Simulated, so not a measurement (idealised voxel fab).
This section sets out a process module, namely voxel wiring stack.
The figure presents cross-section cut, which has a width of 205 nm and is divided into square cells with an edge length of 5 nm.
If you're reading a cross-section in this doc, picture square cells in a grid; it comes to you as bands, top ones listed first down to the bottom, and a band can be one or more rows of cells.
Band: top height; bottom height; in nm. Then, left to right: material with width in nm, for each material. "edge to edge": a single material spanning edge to edge. "blank": empty space.
Heights are expressed relative to 0, this being the level below which the as-received wafer comprises one material exclusively. The lowest band is unbounded in the downward direction and is denoted as in "top 0, no bottom".
The notation "30..40" denotes a width that varies across the rows of cells in the band, beginning at the first number in the top row, finishing at the second number in the bottom row, and changing by an identical amount from each row to the next.
Where the words "stayed the same" appear for a step, the cross-section shows no cell changed by that step; every cell remained as before.
"Enclosed internal voids": sealed empty spaces, 8 cells or more, no open way to top, listed width x height at distance, with distance from the left edge and width, height and distance in nm.
after a step's settings: what the simulator itself notes on the step
overlay nm: how far to the right of its planned place the mask lay on this masked step (negative: to the left).

LISTED BELOW ARE THE PROCESS STEPS AS PLANNED
1) RECEIVE | material Si
2) CONFORMAL_DEP | material SiO2 | thk nm 10
3) CONFORMAL_DEP | material SiN | thk nm 5
4) DIRECTIONAL_DEP | material SiO2 | thk nm 20
5) DIRECTIONAL_DEP | material aC | thk nm 15
6) PATTERN | tone open | mask id METAL_1 | material resist | width nm 25 | pitch nm 50 | thk nm 35 | overlay nm 0
7) DIRECTIONAL_ETCH | etch materials aC | depth nm 15
8) STRIP | etch materials resist
9) DIRECTIONAL_ETCH | etch materials SiO2 | depth nm 20
10) DIRECTIONAL_ETCH | etch materials SiN | depth nm 5
11) STRIP | etch materials aC
12) CONFORMAL_DEP | material TiN | thk nm 5
13) FILL_DEP | material W | thk nm 5
14) CMP | height nm 35
15) EPI | material Ru | thk nm 5
16) FILL_DEP | material SiCN | thk nm 5
17) DIRECTIONAL_DEP | material lowk | thk nm 35
18) MASKED_ETCH | tone open | mask id METAL_2_HOLES | width nm 15 | pitch nm 50 | etch materials lowk | depth nm 35 | overlay nm 0
19) MASKED_ETCH | tone open | mask id METAL_2 | width nm 25 | pitch nm 50 | etch materials lowk | depth nm 20 | overlay nm 0
20) MASKED_ETCH | tone open | mask id METAL_2 | width nm 25 | pitch nm 50 | etch materials SiCN | depth nm 5 | overlay nm 0
21) CONFORMAL_DEP | material TiN | thk nm 5
22) FILL_DEP | material Cu | thk nm 10
23) CMP | height nm 80
24) CONFORMAL_DEP | material SiCN | thk nm 5
25) DIRECTIONAL_DEP | material SiO2 | thk nm 30
26) PATTERN | tone open | mask id METAL_3_HOLES | material resist | width nm 15 | pitch nm 50 | thk nm 15 | overlay nm 0
27) DIRECTIONAL_ETCH | etch materials SiO2 | depth nm 30
28) STRIP | etch materials resist
29) DIRECTIONAL_DEP | material aC | thk nm 15
30) PATTERN | tone open | mask id METAL_3 | material resist | width nm 25 | pitch nm 50 | thk nm 35 | overlay nm 0
31) DIRECTIONAL_ETCH | etch materials aC | depth nm 15
32) STRIP | etch materials resist
33) DIRECTIONAL_ETCH | etch materials SiO2 | depth nm 20
34) DIRECTIONAL_ETCH | etch materials SiCN | depth nm 5
35) STRIP | etch materials aC
36) CONFORMAL_DEP | material TiN | thk nm 5
37) FILL_DEP | material Ru | thk nm 10
38) CMP | height nm 115
39) CONFORMAL_DEP | material SiCN | thk nm 5

CROSS-SECTIONAL VIEW OF THE WAFER IN ITS AS-RECEIVED CONDITION, CORRESPONDING TO THE STATE AFTER STEP 1
  top 0, no bottom = Si edge to edge
  Enclosed internal voids: none

SAME STARTING WAFER, SAME PLAN AS ABOVE, ONE MISTAKE IN THE EXECUTION; THIS IS THE CROSS-SECTION AT THE END OF THE MODULE
  top 120, bottom 115 = SiCN edge to edge
  top 115, bottom 100 = 40 of SiO2, 5 of TiN, 15 of Ru, 5 of TiN, 25 of SiO2, 5 of TiN, 15 of Ru, 5 of TiN, 25 of SiO2, 5 of TiN, 15 of Ru, 5 of TiN, 40 of SiO2
  top 100, bottom 90 = 40 of SiO2, 5 of TiN, 5 of Ru, 15..5 of TiN, 25..35 of SiO2, 5 of TiN, 5 of Ru, 15..5 of TiN, 25..35 of SiO2, 5 of TiN, 5 of Ru, 15..5 of TiN, 40..50 of SiO2
  top 90, bottom 85 = 40 of SiO2, 15 of TiN, 35 of SiO2, 15 of TiN, 35 of SiO2, 15 of TiN, 50 of SiO2
  top 85, bottom 80 = 45 of SiCN, 10 of TiN, 40 of SiCN, 10 of TiN, 40 of SiCN, 10 of TiN, 50 of SiCN
  top 80, bottom 65 = 40 of lowk, 5 of TiN, 15 of Cu, 5 of TiN, 25 of lowk, 5 of TiN, 15 of Cu, 5 of TiN, 25 of lowk, 5 of TiN, 15 of Cu, 5 of TiN, 40 of lowk
  top 65, bottom 60 = 40 of lowk, 5 of TiN, 5 of Cu, 15 of TiN, 25 of lowk, 5 of TiN, 5 of Cu, 15 of TiN, 25 of lowk, 5 of TiN, 5 of Cu, 15 of TiN, 40 of lowk
  top 60, bottom 45 = 40 of lowk, 5 of TiN, 5 of Cu, 5 of TiN, 35 of lowk, 5 of TiN, 5 of Cu, 5 of TiN, 35 of lowk, 5 of TiN, 5 of Cu, 5 of TiN, 50 of lowk
  top 45, bottom 40 = 40 of SiCN, 15 of TiN, 35 of SiCN, 15 of TiN, 35 of SiCN, 15 of TiN, 50 of SiCN
  top 40, bottom 35 = 35 of SiCN, 35 of Ru, 15 of SiCN, 35 of Ru, 15 of SiCN, 35 of Ru, 35 of SiCN
  top 35, bottom 15 = 40 of SiO2, 5 of TiN, 15 of W, 5 of TiN, 25 of SiO2, 5 of TiN, 15 of W, 5 of TiN, 25 of SiO2, 5 of TiN, 15 of W, 5 of TiN, 40 of SiO2
  top 15, bottom 10 = 40 of SiN, 25 of TiN, 25 of SiN, 25 of TiN, 25 of SiN, 25 of TiN, 40 of SiN
  top 10, bottom 0 = SiO2 edge to edge
  top 0, no bottom = Si edge to edge
  Enclosed internal voids: none
Error vs. plan: step 30 off recipe, ran as PATTERN | tone open | mask id METAL_3 | material resist | width nm 20 | pitch nm 50 | thk nm 35 | overlay nm 0
